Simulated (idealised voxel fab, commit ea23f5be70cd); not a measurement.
The process module that follows is named voxel wiring stack.
It is cross-section cut that appears here, measuring 155 nm in width, its square cells being 5 nm in size.
A cross-section is a grid of square cells, given in bands from the top down. A band is one or more rows of cells.
In this notation a band is specified by the heights of its top and bottom, in that order and in nm, after which its materials appear from left to right, each paired with its width in nm. The word "edge to edge" attached to a single material means that material fills the band from edge to edge; the word "blank" stands for empty space.
Counting heights begins at 0, where everything beneath is, in the wafer as received, one material. The lowest band has no bottom; it goes on downwards, as "from 0 down" shows.
The notation "30->40" denotes a width that varies across the rows of cells in the band, beginning at the first number in the top row, finishing at the second number in the bottom row, and changing by an identical amount from each row to the next.
It should be understood that the words "nothing changed", when stated for a given step, signify that the cross-section underwent no change in any of its cells during that step.
"Enclosed cavity list": empty spaces of 8 cells or more with no open way to the top, each given as width x height at distance, distance from the left edge, all in nm.
Post-settings text on a step line: simulator's own remark regarding the step.
"overlay nm", when on a step's line for a step with a mask, measures how far to the right of its planned place the mask lay; a negative measure means to the left.
How should the pairs below be read? Each gives the cross-section before one process step and the cross-section after it, the latter drawn only to the lowest band that changed; the step that lies between them, with its settings, appears under the pair. Does a pair pick up where the pair above left off? Only where its entry headed "Status quo ante" says so, since pairs can come from different runs of this module on the same starting wafer.

Status quo ante:
	from 95 to 75: resist 15 nm | blank 15 nm | resist 85 nm | blank 15 nm | resist 25 nm
	from 75 to 55: SiO2 15 nm | blank 15 nm | resist 5 nm | SiO2 30 nm | resist 20 nm | SiO2 30 nm | blank 15 nm | resist 5 nm | SiO2 20 nm
	from 55 to 45: SiO2 edge to edge
	from 45 to 40: SiCN edge to edge
	from 40 to 15: Ru 10 nm | SiCN 5 nm | Ru 20 nm | SiCN 5 nm | Ru 20 nm | SiCN 5 nm | Ru 20 nm | SiCN 5 nm | Ru 20 nm | SiCN 5 nm | Ru 20 nm | SiCN 5 nm | Ru 15 nm
	from 15 to 10: SiCN 15 nm | TiN 20 nm | SiCN 30 nm | TiN 20 nm | SiCN 30 nm | TiN 20 nm | SiCN 20 nm
	from 10 to 0: SiO2 edge to edge
	from 0 down: Si edge to edge
	Enclosed cavity list: none

Section After Processing:
	from 95 to 75: resist 15 nm | blank 15 nm | resist 85 nm | blank 15 nm | resist 25 nm
	from 75 to 55: SiO2 15 nm | blank 15 nm | resist 5 nm | SiO2 30 nm | resist 20 nm | SiO2 30 nm | blank 15 nm | resist 5 nm | SiO2 20 nm
	from 55 to 45: SiO2 15 nm | blank 15 nm | SiO2 85 nm | blank 15 nm | SiO2 25 nm
	Heights below 45 show no change.
	Enclosed cavity list: none
The process step separating the two cross-sections depicted above is as follows: DIRECTIONAL_ETCH | etch materials SiO2 | depth nm 10

Status quo ante: equal to the after panel directly above.

Section After Processing:
	from 95 to 75: resist 15 nm | blank 15 nm | resist 85 nm | blank 15 nm | resist 25 nm
	from 75 to 55: SiO2 15 nm | blank 15 nm | resist 5 nm | SiO2 30 nm | resist 20 nm | SiO2 30 nm | blank 15 nm | resist 5 nm | SiO2 20 nm
	from 55 to 45: SiO2 15 nm | blank 15 nm | SiO2 85 nm | blank 15 nm | SiO2 25 nm
	from 45 to 40: SiCN 15 nm | blank 15 nm | SiCN 85 nm | blank 15 nm | SiCN 25 nm
	Heights below 40 show no change.
	Enclosed cavity list: none
The process step separating the two cross-sections depicted above is as follows: DIRECTIONAL_ETCH | etch materials SiCN | depth nm 5

Status quo ante: equal to the after panel directly above.

Section After Processing:
	from 75 to 55: SiO2 15 nm | blank 20 nm | SiO2 30 nm | blank 20 nm | SiO2 30 nm | blank 20 nm | SiO2 20 nm
	Heights below 55 show no change.
	Enclosed cavity list: none
The process step separating the two cross-sections depicted above is as follows: STRIP | etch materials resist

Status quo ante: equal to the after panel directly above.

Section After Processing:
	from 80 to 75: TiN 20 nm | blank 10 nm | TiN 40 nm | blank 10 nm | TiN 40 nm | blank 10 nm | TiN 25 nm
	from 75 to 60: SiO2 15 nm | TiN 5 nm | blank 10 nm | TiN 5 nm | SiO2 30 nm | TiN 5 nm | blank 10 nm | TiN 5 nm | SiO2 30 nm | TiN 5 nm | blank 10 nm | TiN 5 nm | SiO2 20 nm
	from 60 to 55: SiO2 15 nm | TiN 5 nm | blank 5 nm | TiN 10 nm | SiO2 30 nm | TiN 20 nm | SiO2 30 nm | TiN 5 nm | blank 5 nm | TiN 10 nm | SiO2 20 nm
	from 55 to 45: SiO2 15 nm | TiN 5 nm | blank 5 nm | TiN 5 nm | SiO2 85 nm | TiN 5 nm | blank 5 nm | TiN 5 nm | SiO2 25 nm
	from 45 to 40: SiCN 15 nm | TiN 15 nm | SiCN 85 nm | TiN 15 nm | SiCN 25 nm
	Heights below 40 show no change.
	Enclosed cavity list: none
The process step separating the two cross-sections depicted above is as follows: CONFORMAL_DEP | material TiN | thk nm 5

Status quo ante: equal to the after panel directly above.

Section After Processing:
	from 90 to 80: Cu edge to edge
	from 80 to 75: TiN 20 nm | Cu 10 nm | TiN 40 nm | Cu 10 nm | TiN 40 nm | Cu 10 nm | TiN 25 nm
	from 75 to 60: SiO2 15 nm | TiN 5 nm | Cu 10 nm | TiN 5 nm | SiO2 30 nm | TiN 5 nm | Cu 10 nm | TiN 5 nm | SiO2 30 nm | TiN 5 nm | Cu 10 nm | TiN 5 nm | SiO2 20 nm
	from 60 to 55: SiO2 15 nm | TiN 5 nm | Cu 5 nm | TiN 10 nm | SiO2 30 nm | TiN 20 nm | SiO2 30 nm | TiN 5 nm | Cu 5 nm | TiN 10 nm | SiO2 20 nm
	from 55 to 45: SiO2 15 nm | TiN 5 nm | Cu 5 nm | TiN 5 nm | SiO2 85 nm | TiN 5 nm | Cu 5 nm | TiN 5 nm | SiO2 25 nm
	Heights below 45 show no change.
	Enclosed cavity list: none
The process step separating the two cross-sections depicted above is as follows: FILL_DEP | material Cu | thk nm 10

Status quo ante: equal to the after panel directly above.

Section After Processing:
	from 75 to 60: SiO2 15 nm | TiN 5 nm | Cu 10 nm | TiN 5 nm | SiO2 30 nm | TiN 5 nm | Cu 10 nm | TiN 5 nm | SiO2 30 nm | TiN 5 nm | Cu 10 nm | TiN 5 nm | SiO2 20 nm
	Heights below 60 show no change.
	Enclosed cavity list: none
The process step separating the two cross-sections depicted above is as follows: CMP | height nm 75

Status quo ante: equal to the after panel directly above.

Section After Processing:
	from 80 to 75: SiCN edge to edge
	Heights below 75 show no change.
	Enclosed cavity list: none
The process step separating the two cross-sections depicted above is as follows: CONFORMAL_DEP | material SiCN | thk nm 5

Status quo ante:
	from 55 to 40: aC edge to edge
	from 40 to 15: Ru edge to edge
	from 15 to 10: TiN edge to edge
	from 10 to 0: SiO2 edge to edge
	from 0 down: Si edge to edge
	Enclosed cavity list: none

Section After Processing:
	from 90 to 55: resist 15 nm | blank 20 nm | resist 30 nm | blank 20 nm | resist 30 nm | blank 20 nm | resist 20 nm
	Heights below 55 show no change.
	Enclosed cavity list: none
The process step separating the two cross-sections depicted above is as follows: PATTERN | tone open | mask id METAL_1 | material resist | width nm 20 | pitch nm 50 | thk nm 35 | overlay nm 0

Status quo ante: equal to the after panel directly above.

Section After Processing:
	from 75 to 55: resist 15 nm | blank 20 nm | resist 30 nm | blank 20 nm | resist 30 nm | blank 20 nm | resist 20 nm
	from 55 to 40: aC 15 nm | blank 20 nm | aC 30 nm | blank 20 nm | aC 30 nm | blank 20 nm | aC 20 nm
	Heights below 40 show no change.
	Enclosed cavity list: none
The process step separating the two cross-sections depicted above is as follows: DIRECTIONAL_ETCH | etch materials aC | depth nm 15

Status quo ante: equal to the after panel directly above.

Section After Processing:
	from 55 to 40: aC 15 nm | blank 20 nm | aC 30 nm | blank 20 nm | aC 30 nm | blank 20 nm | aC 20 nm
	Heights below 40 show no change.
	Enclosed cavity list: none
The process step separating the two cross-sections depicted above is as follows: STRIP | etch materials resist

Status quo ante: equal to the after panel directly above.

Section After Processing:
	from 55 to 40: aC 15 nm | blank 20 nm | aC 30 nm | blank 20 nm | aC 30 nm | blank 20 nm | aC 20 nm
	from 40 to 15: Ru 15 nm | blank 20 nm | Ru 30 nm | blank 20 nm | Ru 30 nm | blank 20 nm | Ru 20 nm
	Heights below 15 show no change.
	Enclosed cavity list: none
The process step separating the two cross-sections depicted above is as follows: DIRECTIONAL_ETCH | etch materials Ru | depth nm 25

Status quo ante: equal to the after panel directly above.

Section After Processing:
	from 55 to 40: aC 15 nm | blank 20 nm | aC 30 nm | blank 20 nm | aC 30 nm | blank 20 nm | aC 20 nm
	from 40 to 15: Ru 15 nm | blank 20 nm | Ru 30 nm | blank 20 nm | Ru 30 nm | blank 20 nm | Ru 20 nm
	from 15 to 10: TiN 15 nm | blank 20 nm | TiN 30 nm | blank 20 nm | TiN 30 nm | blank 20 nm | TiN 20 nm
	Heights below 10 show no change.
	Enclosed cavity list: none
The process step separating the two cross-sections depicted above is as follows: DIRECTIONAL_ETCH | etch materials TiN | depth nm 5

Status quo ante: equal to the after panel directly above.

Section After Processing:
	from 40 to 15: Ru 15 nm | blank 20 nm | Ru 30 nm | blank 20 nm | Ru 30 nm | blank 20 nm | Ru 20 nm
	Heights below 15 show no change.
	Enclosed cavity list: none
The process step separating the two cross-sections depicted above is as follows: STRIP | etch materials aC

Status quo ante: equal to the after panel directly above.

Section After Processing:
	from 45 to 40: SiCN 20 nm | blank 10 nm | SiCN 40 nm | blank 10 nm | SiCN 40 nm | blank 10 nm | SiCN 25 nm
	from 40 to 15: Ru 15 nm | SiCN 5 nm | blank 10 nm | SiCN 5 nm | Ru 30 nm | SiCN 5 nm | blank 10 nm | SiCN 5 nm | Ru 30 nm | SiCN 5 nm | blank 10 nm | SiCN 5 nm | Ru 20 nm
	from 15 to 10: TiN 15 nm | SiCN 20 nm | TiN 30 nm | SiCN 20 nm | TiN 30 nm | SiCN 20 nm | TiN 20 nm
	Heights below 10 show no change.
	Enclosed cavity list: none
The process step separating the two cross-sections depicted above is as follows: CONFORMAL_DEP | material SiCN | thk nm 5

Status quo ante: equal to the after panel directly above.

Section After Processing:
	from 55 to 45: SiO2 edge to edge
	from 45 to 40: SiCN 20 nm | SiO2 10 nm | SiCN 40 nm | SiO2 10 nm | SiCN 40 nm | SiO2 10 nm | SiCN 25 nm
	from 40 to 15: Ru 15 nm | SiCN 5 nm | SiO2 10 nm | SiCN 5 nm | Ru 30 nm | SiCN 5 nm | SiO2 10 nm | SiCN 5 nm | Ru 30 nm | SiCN 5 nm | SiO2 10 nm | SiCN 5 nm | Ru 20 nm
	Heights below 15 show no change.
	Enclosed cavity list: none
The process step separating the two cross-sections depicted above is as follows: FILL_DEP | material SiO2 | thk nm 10

Status quo ante: equal to the after panel directly above.

Section After Processing:
	from 40 to 15: Ru 15 nm | SiCN 5 nm | SiO2 10 nm | SiCN 5 nm | Ru 30 nm | SiCN 5 nm | SiO2 10 nm | SiCN 5 nm | Ru 30 nm | SiCN 5 nm | SiO2 10 nm | SiCN 5 nm | Ru 20 nm
	Heights below 15 show no change.
	Enclosed cavity list: none
The process step separating the two cross-sections depicted above is as follows: CMP | height nm 40

Status quo ante: equal to the after panel directly above.

Section After Processing:
	from 45 to 40: SiCN edge to edge
	Heights below 40 show no change.
	Enclosed cavity list: none
The process step separating the two cross-sections depicted above is as follows: CONFORMAL_DEP | material SiCN | thk nm 5

Status quo ante: equal to the after panel directly above.

Section After Processing:
	from 75 to 45: SiO2 edge to edge
	Heights below 45 show no change.
	Enclosed cavity list: none
The process step separating the two cross-sections depicted above is as follows: DIRECTIONAL_DEP | material SiO2 | thk nm 30

Status quo ante: equal to the after panel directly above.

Section After Processing:
	from 75 to 55: SiO2 15 nm | blank 20 nm | SiO2 30 nm | blank 20 nm | SiO2 30 nm | blank 20 nm | SiO2 20 nm
	Heights below 55 show no change.
	Enclosed cavity list: none
The process step separating the two cross-sections depicted above is as follows: MASKED_ETCH | tone open | mask id METAL_2 | width nm 20 | pitch nm 50 | etch materials SiO2 | depth nm 20 | overlay nm 0

Status quo ante: equal to the after panel directly above.

Section After Processing:
	from 95 to 75: resist 15 nm | blank 15 nm | resist 85 nm | blank 15 nm | resist 25 nm
	from 75 to 55: SiO2 15 nm | blank 15 nm | resist 5 nm | SiO2 30 nm | resist 20 nm | SiO2 30 nm | blank 15 nm | resist 5 nm | SiO2 20 nm
	Heights below 55 show no change.
	Enclosed cavity list: none
The process step separating the two cross-sections depicted above is as follows: PATTERN | tone open | mask id METAL_2_HOLES | material resist | width nm 15 | pitch nm 100 | thk nm 20 | overlay nm 0

Status quo ante: equal to the after panel directly above.

Section After Processing:
	from 95 to 75: resist 15 nm | blank 15 nm | resist 85 nm | blank 15 nm | resist 25 nm
	from 75 to 55: SiO2 15 nm | blank 15 nm | resist 5 nm | SiO2 30 nm | resist 20 nm | SiO2 30 nm | blank 15 nm | resist 5 nm | SiO2 20 nm
	from 55 to 45: SiO2 15 nm | blank 15 nm | SiO2 85 nm | blank 15 nm | SiO2 25 nm
	Heights below 45 show no change.
	Enclosed cavity list: none
The process step separating the two cross-sections depicted above is as follows: DIRECTIONAL_ETCH | etch materials SiO2 | depth nm 10

Status quo ante: equal to the after panel directly above.

Section After Processing:
	from 95 to 75: resist 15 nm | blank 15 nm | resist 85 nm | blank 15 nm | resist 25 nm
	from 75 to 55: SiO2 15 nm | blank 15 nm | resist 5 nm | SiO2 30 nm | resist 20 nm | SiO2 30 nm | blank 15 nm | resist 5 nm | SiO2 20 nm
	from 55 to 45: SiO2 15 nm | blank 15 nm | SiO2 85 nm | blank 15 nm | SiO2 25 nm
	from 45 to 40: SiCN 15 nm | blank 15 nm | SiCN 85 nm | blank 15 nm | SiCN 25 nm
	Heights below 40 show no change.
	Enclosed cavity list: none
The process step separating the two cross-sections depicted above is as follows: DIRECTIONAL_ETCH | etch materials SiCN | depth nm 5

Status quo ante: equal to the after panel directly above.

Section After Processing:
	from 75 to 55: SiO2 15 nm | blank 20 nm | SiO2 30 nm | blank 20 nm | SiO2 30 nm | blank 20 nm | SiO2 20 nm
	Heights below 55 show no change.
	Enclosed cavity list: none
The process step separating the two cross-sections depicted above is as follows: STRIP | etch materials resist

Status quo ante: equal to the after panel directly above.

Section After Processing:
	from 80 to 75: TiN 20 nm | blank 10 nm | TiN 40 nm | blank 10 nm | TiN 40 nm | blank 10 nm | TiN 25 nm
	from 75 to 60: SiO2 15 nm | TiN 5 nm | blank 10 nm | TiN 5 nm | SiO2 30 nm | TiN 5 nm | blank 10 nm | TiN 5 nm | SiO2 30 nm | TiN 5 nm | blank 10 nm | TiN 5 nm | SiO2 20 nm
	from 60 to 55: SiO2 15 nm | TiN 5 nm | blank 5 nm | TiN 10 nm | SiO2 30 nm | TiN 20 nm | SiO2 30 nm | TiN 5 nm | blank 5 nm | TiN 10 nm | SiO2 20 nm
	from 55 to 45: SiO2 15 nm | TiN 5 nm | blank 5 nm | TiN 5 nm | SiO2 85 nm | TiN 5 nm | blank 5 nm | TiN 5 nm | SiO2 25 nm
	from 45 to 40: SiCN 15 nm | TiN 15 nm | SiCN 85 nm | TiN 15 nm | SiCN 25 nm
	Heights below 40 show no change.
	Enclosed cavity list: none
The process step separating the two cross-sections depicted above is as follows: CONFORMAL_DEP | material TiN | thk nm 5

Status quo ante: equal to the after panel directly above.

Section After Processing:
	from 90 to 80: Cu edge to edge
	from 80 to 75: TiN 20 nm | Cu 10 nm | TiN 40 nm | Cu 10 nm | TiN 40 nm | Cu 10 nm | TiN 25 nm
	from 75 to 60: SiO2 15 nm | TiN 5 nm | Cu 10 nm | TiN 5 nm | SiO2 30 nm | TiN 5 nm | Cu 10 nm | TiN 5 nm | SiO2 30 nm | TiN 5 nm | Cu 10 nm | TiN 5 nm | SiO2 20 nm
	from 60 to 55: SiO2 15 nm | TiN 5 nm | Cu 5 nm | TiN 10 nm | SiO2 30 nm | TiN 20 nm | SiO2 30 nm | TiN 5 nm | Cu 5 nm | TiN 10 nm | SiO2 20 nm
	from 55 to 45: SiO2 15 nm | TiN 5 nm | Cu 5 nm | TiN 5 nm | SiO2 85 nm | TiN 5 nm | Cu 5 nm | TiN 5 nm | SiO2 25 nm
	Heights below 45 show no change.
	Enclosed cavity list: none
The process step separating the two cross-sections depicted above is as follows: FILL_DEP | material Cu | thk nm 10

Status quo ante: equal to the after panel directly above.

Section After Processing:
	from 75 to 60: SiO2 15 nm | TiN 5 nm | Cu 10 nm | TiN 5 nm | SiO2 30 nm | TiN 5 nm | Cu 10 nm | TiN 5 nm | SiO2 30 nm | TiN 5 nm | Cu 10 nm | TiN 5 nm | SiO2 20 nm
	Heights below 60 show no change.
	Enclosed cavity list: none
The process step separating the two cross-sections depicted above is as follows: CMP | height nm 75

Status quo ante: equal to the after panel directly above.

Section After Processing:
	from 80 to 75: SiCN edge to edge
	Heights below 75 show no change.
	Enclosed cavity list: none
The process step separating the two cross-sections depicted above is as follows: CONFORMAL_DEP | material SiCN | thk nm 5
